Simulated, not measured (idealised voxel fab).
process module | voxel ribs on slabs
cross-section cut | 220 nm wide | cells 5 nm
A cross-section is a grid of square cells, given in bands from the top down. A band is one or more rows of cells.
Each band's line starts with the height of the band's top and of its bottom, in nm. Then come its materials from left to right, each with its width in nm. One material with "throughout" fills the band from edge to edge. "air" is empty space.
Height 0 is the level under which the wafer as received is all one material. The lowest band goes on downwards, as in "0 down".
A width such as "30 to 40" changes by the same amount from each row of cells to the next, from the band's top row to its bottom row.
"no change" after a step means that no cell of the cross-section changed.
closed voids: empty space of 8 cells or more with no open way to the top, each as width x height at its distance from the left edge, in nm
after a step's settings: what the simulator itself notes on the step
overlay nm, on a step with a mask: how far to the right of its planned place the mask lay; to the left if negative
plan
1 op RECEIVE | material Si
2 op DIRECTIONAL_DEP | material SiO2 | thk nm 20
3 op DIRECTIONAL_DEP | material SiN | thk nm 15
4 op PATTERN | tone cover | mask id RIB | material resist | width nm 20 | thk nm 15 | overlay nm 0
5 op DIRECTIONAL_ETCH | etch materials SiN | depth nm 10
6 op STRIP | etch materials resist
7 op PATTERN | tone cover | mask id SLAB | material resist | width nm 60 | thk nm 20 | overlay nm 0
8 op DIRECTIONAL_ETCH | etch materials SiN | depth nm 5
9 op STRIP | etch materials resist
10 op FILL_DEP | material SiO2 | thk nm 20
11 op CMP | height nm 45
12 op DIRECTIONAL_DEP | material W | thk nm 5
13 op PATTERN | tone cover | mask id HEATER | material resist | width nm 30 | thk nm 20 | overlay nm 0
14 op DIRECTIONAL_ETCH | etch materials W | depth nm 5
15 op STRIP | etch materials resist
16 op CONFORMAL_DEP | material SiN | thk nm 10
as received, after step 1
  0 down: Si throughout
  closed voids: none
a wafer at the end: this start, this plan, one mistake
  60 to 55: air 85 | SiN 50 | air 85
  55 to 50: SiN throughout
  50 to 45: SiN 95 | W 30 | SiN 95
  45 to 40: SiO2 80 | SiN 60 | SiO2 80
  40 to 0: SiO2 throughout
  0 down: Si throughout
  closed voids: none
what went wrong: step 2 was run twice
